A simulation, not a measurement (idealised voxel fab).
You're looking at the process module voxel self aligned vias.
Cross-section cut spans 230 nm and uses square cells 5 nm in size.
Just so we're on the same page, the cross-sections are grids of square cells, and they're listed out in bands top to bottom, each band one or more rows deep.
Per band: top height and bottom height in nm, followed by the left-to-right materials and their widths in nm; "throughout" marks a single material spanning edge to edge, "blank" marks empty space.
We count height from 0. Below that, the starting wafer is all one material. The lowest band never ends at the bottom but goes on down; see "0 -> down" for how that is written.
With a width like "30..40", each row of cells in the band differs from the next by the same amount, the top row carrying the first number and the bottom row the second.
Step note "left unchanged" = no cross-section cell changed.
Enclosed voids (no open way to top), threshold 8 cells or more, entry "Closed cavities", notation width x height at distance, distance from left edge, nm.
Heads up: the bit after the settings on a step's line is the simulator's remark on that step.
overlay nm: right-of-plan distance of the mask on a masked step; negative values mean left-of-plan.
The planned process steps are enumerated hereunder
1) RECEIVE: material Si
2) CONFORMAL_DEP: material SiO2, thk nm 10
3) CONFORMAL_DEP: material SiCN, thk nm 5
4) DIRECTIONAL_DEP: material SiO2, thk nm 30
5) DIRECTIONAL_DEP: material aC, thk nm 10
6) PATTERN: tone open, mask id LINES, material resist, width nm 30, pitch nm 55, thk nm 30, overlay nm 0
7) DIRECTIONAL_ETCH: etch materials aC, depth nm 10
8) STRIP: etch materials resist
9) DIRECTIONAL_ETCH: etch materials SiO2, depth nm 30
10) STRIP: etch materials aC
11) CONFORMAL_DEP: material TiN, thk nm 5
12) FILL_DEP: material Ru, thk nm 5
13) CMP: height nm 45
14) SELECTIVE_ETCH: etch materials W Ru TiN, depth nm 10
15) FILL_DEP: material SiN, thk nm 10
16) CMP: height nm 45
17) DIRECTIONAL_DEP: material SiO2, thk nm 15
18) DIRECTIONAL_DEP: material aC, thk nm 10
19) PATTERN: tone open, mask id VIAS, material resist, width nm 40, thk nm 30, overlay nm 0
20) DIRECTIONAL_ETCH: etch materials aC, depth nm 10
21) STRIP: etch materials resist
22) DIRECTIONAL_ETCH: etch materials SiO2, depth nm 15
23) DIRECTIONAL_ETCH: etch materials SiN, depth nm 10
24) STRIP: etch materials aC
25) CONFORMAL_DEP: material TiN, thk nm 5
26) FILL_DEP: material Cu, thk nm 5
27) CMP: height nm 60
28) CONFORMAL_DEP: material SiN, thk nm 5
Wafer, first of two, run as planned
This is the cross-section of the wafer as we received it, i.e. after step 1
> 0 -> down  Si throughout
> Closed cavities: none
Step 2 complete: cross-section through the wafer
> 10 -> 0  SiO2 throughout
> No changes below 0.
Step 3 complete: cross-section through the wafer
> 15 -> 10  SiCN throughout
> No changes below 10.
Step 4 complete: cross-section through the wafer
> 45 -> 15  SiO2 throughout
> No changes below 15.
Step 5 complete: cross-section through the wafer
> 55 -> 45  aC throughout
> No changes below 45.
Step 6 complete: cross-section through the wafer
> 85 -> 55  resist 70 nm | blank 30 nm | resist 25 nm | blank 30 nm | resist 75 nm
> No changes below 55.
Step 7 complete: cross-section through the wafer
> 75 -> 55  resist 70 nm | blank 30 nm | resist 25 nm | blank 30 nm | resist 75 nm
> 55 -> 45  aC 70 nm | blank 30 nm | aC 25 nm | blank 30 nm | aC 75 nm
> No changes below 45.
Step 8 complete: cross-section through the wafer
> 55 -> 45  aC 70 nm | blank 30 nm | aC 25 nm | blank 30 nm | aC 75 nm
> No changes below 45.
Step 9 complete: cross-section through the wafer
> 55 -> 45  aC 70 nm | blank 30 nm | aC 25 nm | blank 30 nm | aC 75 nm
> 45 -> 15  SiO2 70 nm | blank 30 nm | SiO2 25 nm | blank 30 nm | SiO2 75 nm
> No changes below 15.
Step 10 complete: cross-section through the wafer
> 45 -> 15  SiO2 70 nm | blank 30 nm | SiO2 25 nm | blank 30 nm | SiO2 75 nm
> No changes below 15.
Step 11 complete: cross-section through the wafer
> 50 -> 45  TiN 75 nm | blank 20 nm | TiN 35 nm | blank 20 nm | TiN 80 nm
> 45 -> 20  SiO2 70 nm | TiN 5 nm | blank 20 nm | TiN 5 nm | SiO2 25 nm | TiN 5 nm | blank 20 nm | TiN 5 nm | SiO2 75 nm
> 20 -> 15  SiO2 70 nm | TiN 30 nm | SiO2 25 nm | TiN 30 nm | SiO2 75 nm
> No changes below 15.
Step 12 complete: cross-section through the wafer
> 55 -> 50  Ru throughout
> 50 -> 45  TiN 75 nm | Ru 20 nm | TiN 35 nm | Ru 20 nm | TiN 80 nm
> 45 -> 20  SiO2 70 nm | TiN 5 nm | Ru 20 nm | TiN 5 nm | SiO2 25 nm | TiN 5 nm | Ru 20 nm | TiN 5 nm | SiO2 75 nm
> No changes below 20.
Step 13 complete: cross-section through the wafer
> 45 -> 20  SiO2 70 nm | TiN 5 nm | Ru 20 nm | TiN 5 nm | SiO2 25 nm | TiN 5 nm | Ru 20 nm | TiN 5 nm | SiO2 75 nm
> No changes below 20.
Step 14 complete: cross-section through the wafer
> 45 -> 35  SiO2 70 nm | blank 30 nm | SiO2 25 nm | blank 30 nm | SiO2 75 nm
> No changes below 35.
Step 15 complete: cross-section through the wafer
> 55 -> 45  SiN throughout
> 45 -> 35  SiO2 70 nm | SiN 30 nm | SiO2 25 nm | SiN 30 nm | SiO2 75 nm
> No changes below 35.
Step 16 complete: cross-section through the wafer
> 45 -> 35  SiO2 70 nm | SiN 30 nm | SiO2 25 nm | SiN 30 nm | SiO2 75 nm
> No changes below 35.
Step 17 complete: cross-section through the wafer
> 60 -> 45  SiO2 throughout
> No changes below 45.
Step 18 complete: cross-section through the wafer
> 70 -> 60  aC throughout
> No changes below 60.
Step 19 complete: cross-section through the wafer
> 100 -> 70  resist 65 nm | blank 40 nm | resist 125 nm
> No changes below 70.
Step 20 complete: cross-section through the wafer
> 90 -> 70  resist 65 nm | blank 40 nm | resist 125 nm
> 70 -> 60  aC 65 nm | blank 40 nm | aC 125 nm
> No changes below 60.
Step 21 complete: cross-section through the wafer
> 70 -> 60  aC 65 nm | blank 40 nm | aC 125 nm
> No changes below 60.
Step 22 complete: cross-section through the wafer
> 70 -> 60  aC 65 nm | blank 40 nm | aC 125 nm
> 60 -> 45  SiO2 65 nm | blank 40 nm | SiO2 125 nm
> No changes below 45.
Step 23 complete: cross-section through the wafer
> 70 -> 60  aC 65 nm | blank 40 nm | aC 125 nm
> 60 -> 45  SiO2 65 nm | blank 40 nm | SiO2 125 nm
> 45 -> 35  SiO2 70 nm | blank 30 nm | SiO2 25 nm | SiN 30 nm | SiO2 75 nm
> No changes below 35.
Step 24 complete: cross-section through the wafer
> 60 -> 45  SiO2 65 nm | blank 40 nm | SiO2 125 nm
> No changes below 45.
Step 25 complete: cross-section through the wafer
> 65 -> 60  TiN 70 nm | blank 30 nm | TiN 130 nm
> 60 -> 50  SiO2 65 nm | TiN 5 nm | blank 30 nm | TiN 5 nm | SiO2 125 nm
> 50 -> 45  SiO2 65 nm | TiN 10 nm | blank 20 nm | TiN 10 nm | SiO2 125 nm
> 45 -> 40  SiO2 70 nm | TiN 5 nm | blank 20 nm | TiN 5 nm | SiO2 25 nm | SiN 30 nm | SiO2 75 nm
> 40 -> 35  SiO2 70 nm | TiN 30 nm | SiO2 25 nm | SiN 30 nm | SiO2 75 nm
> No changes below 35.
Step 26 complete: cross-section through the wafer
> 70 -> 65  Cu throughout
> 65 -> 60  TiN 70 nm | Cu 30 nm | TiN 130 nm
> 60 -> 50  SiO2 65 nm | TiN 5 nm | Cu 30 nm | TiN 5 nm | SiO2 125 nm
> 50 -> 45  SiO2 65 nm | TiN 10 nm | Cu 20 nm | TiN 10 nm | SiO2 125 nm
> 45 -> 40  SiO2 70 nm | TiN 5 nm | Cu 20 nm | TiN 5 nm | SiO2 25 nm | SiN 30 nm | SiO2 75 nm
> No changes below 40.
Step 27 complete: cross-section through the wafer
> 60 -> 50  SiO2 65 nm | TiN 5 nm | Cu 30 nm | TiN 5 nm | SiO2 125 nm
> No changes below 50.
Step 28 complete: cross-section through the wafer
> 65 -> 60  SiN throughout
> No changes below 60.
The Second Wafer: Common Origin and Plan, One Mistake in Execution, Identical to the First Through Step 5
Cross-section: second wafer, time at which step 6 was scheduled to end
> 85 -> 55  resist 70 nm | blank 35 nm | resist 20 nm | blank 35 nm | resist 70 nm
> No changes below 55.
Cross-section: second wafer, time at which step 7 was scheduled to end
> 75 -> 55  resist 70 nm | blank 35 nm | resist 20 nm | blank 35 nm | resist 70 nm
> 55 -> 45  aC 70 nm | blank 35 nm | aC 20 nm | blank 35 nm | aC 70 nm
> No changes below 45.
Cross-section: second wafer, time at which step 8 was scheduled to end
> 55 -> 45  aC 70 nm | blank 35 nm | aC 20 nm | blank 35 nm | aC 70 nm
> No changes below 45.
Cross-section: second wafer, time at which step 9 was scheduled to end
> 55 -> 45  aC 70 nm | blank 35 nm | aC 20 nm | blank 35 nm | aC 70 nm
> 45 -> 15  SiO2 70 nm | blank 35 nm | SiO2 20 nm | blank 35 nm | SiO2 70 nm
> No changes below 15.
Cross-section: second wafer, time at which step 10 was scheduled to end
> 45 -> 15  SiO2 70 nm | blank 35 nm | SiO2 20 nm | blank 35 nm | SiO2 70 nm
> No changes below 15.
Cross-section: second wafer, time at which step 11 was scheduled to end
> 50 -> 45  TiN 75 nm | blank 25 nm | TiN 30 nm | blank 25 nm | TiN 75 nm
> 45 -> 20  SiO2 70 nm | TiN 5 nm | blank 25 nm | TiN 5 nm | SiO2 20 nm | TiN 5 nm | blank 25 nm | TiN 5 nm | SiO2 70 nm
> 20 -> 15  SiO2 70 nm | TiN 35 nm | SiO2 20 nm | TiN 35 nm | SiO2 70 nm
> No changes below 15.
Cross-section: second wafer, time at which step 12 was scheduled to end
> 55 -> 50  Ru throughout
> 50 -> 45  TiN 75 nm | Ru 25 nm | TiN 30 nm | Ru 25 nm | TiN 75 nm
> 45 -> 20  SiO2 70 nm | TiN 5 nm | Ru 25 nm | TiN 5 nm | SiO2 20 nm | TiN 5 nm | Ru 25 nm | TiN 5 nm | SiO2 70 nm
> No changes below 20.
Cross-section: second wafer, time at which step 13 was scheduled to end
> 45 -> 20  SiO2 70 nm | TiN 5 nm | Ru 25 nm | TiN 5 nm | SiO2 20 nm | TiN 5 nm | Ru 25 nm | TiN 5 nm | SiO2 70 nm
> No changes below 20.
Cross-section: second wafer, time at which step 14 was scheduled to end
> 45 -> 35  SiO2 70 nm | blank 35 nm | SiO2 20 nm | blank 35 nm | SiO2 70 nm
> No changes below 35.
Cross-section: second wafer, time at which step 15 was scheduled to end
> 55 -> 45  SiN throughout
> 45 -> 35  SiO2 70 nm | SiN 35 nm | SiO2 20 nm | SiN 35 nm | SiO2 70 nm
> No changes below 35.
Cross-section: second wafer, time at which step 16 was scheduled to end
> 45 -> 35  SiO2 70 nm | SiN 35 nm | SiO2 20 nm | SiN 35 nm | SiO2 70 nm
> No changes below 35.
Cross-section: second wafer, time at which step 17 was scheduled to end
> 60 -> 45  SiO2 throughout
> No changes below 45.
Cross-section: second wafer, time at which step 18 was scheduled to end
> 70 -> 60  aC throughout
> No changes below 60.
Cross-section: second wafer, time at which step 19 was scheduled to end
> 100 -> 70  resist 65 nm | blank 40 nm | resist 125 nm
> No changes below 70.
Cross-section: second wafer, time at which step 20 was scheduled to end
> 90 -> 70  resist 65 nm | blank 40 nm | resist 125 nm
> 70 -> 60  aC 65 nm | blank 40 nm | aC 125 nm
> No changes below 60.
Cross-section: second wafer, time at which step 21 was scheduled to end
> 70 -> 60  aC 65 nm | blank 40 nm | aC 125 nm
> No changes below 60.
Cross-section: second wafer, time at which step 22 was scheduled to end
> 70 -> 60  aC 65 nm | blank 40 nm | aC 125 nm
> 60 -> 45  SiO2 65 nm | blank 40 nm | SiO2 125 nm
> No changes below 45.
Cross-section: second wafer, time at which step 23 was scheduled to end
> 70 -> 60  aC 65 nm | blank 40 nm | aC 125 nm
> 60 -> 45  SiO2 65 nm | blank 40 nm | SiO2 125 nm
> 45 -> 35  SiO2 70 nm | blank 35 nm | SiO2 20 nm | SiN 35 nm | SiO2 70 nm
> No changes below 35.
Cross-section: second wafer, time at which step 24 was scheduled to end
> 60 -> 45  SiO2 65 nm | blank 40 nm | SiO2 125 nm
> No changes below 45.
Cross-section: second wafer, time at which step 25 was scheduled to end
> 65 -> 60  TiN 70 nm | blank 30 nm | TiN 130 nm
> 60 -> 50  SiO2 65 nm | TiN 5 nm | blank 30 nm | TiN 5 nm | SiO2 125 nm
> 50 -> 45  SiO2 65 nm | TiN 10 nm | blank 25 nm | TiN 5 nm | SiO2 125 nm
> 45 -> 40  SiO2 70 nm | TiN 5 nm | blank 25 nm | TiN 5 nm | SiO2 20 nm | SiN 35 nm | SiO2 70 nm
> 40 -> 35  SiO2 70 nm | TiN 35 nm | SiO2 20 nm | SiN 35 nm | SiO2 70 nm
> No changes below 35.
Cross-section: second wafer, time at which step 26 was scheduled to end
> 70 -> 65  Cu throughout
> 65 -> 60  TiN 70 nm | Cu 30 nm | TiN 130 nm
> 60 -> 50  SiO2 65 nm | TiN 5 nm | Cu 30 nm | TiN 5 nm | SiO2 125 nm
> 50 -> 45  SiO2 65 nm | TiN 10 nm | Cu 25 nm | TiN 5 nm | SiO2 125 nm
> 45 -> 40  SiO2 70 nm | TiN 5 nm | Cu 25 nm | TiN 5 nm | SiO2 20 nm | SiN 35 nm | SiO2 70 nm
> No changes below 40.
Cross-section: second wafer, time at which step 27 was scheduled to end
> 60 -> 50  SiO2 65 nm | TiN 5 nm | Cu 30 nm | TiN 5 nm | SiO2 125 nm
> No changes below 50.
Cross-section: second wafer, time at which step 28 was scheduled to end
> 65 -> 60  SiN throughout
> No changes below 60.
In executing the process, a mistake was made relative to the plan: step 6 ran with different settings than intended, the actual operation and settings being PATTERN: tone open, mask id LINES, material resist, width nm 35, pitch nm 55, thk nm 30, overlay nm 0
Materials where the second wafer ends with more or fewer cells than the first: 2 more of Cu, 6 more of Ru, 2 more of SiN, 12 fewer of SiO2, 2 more of TiN
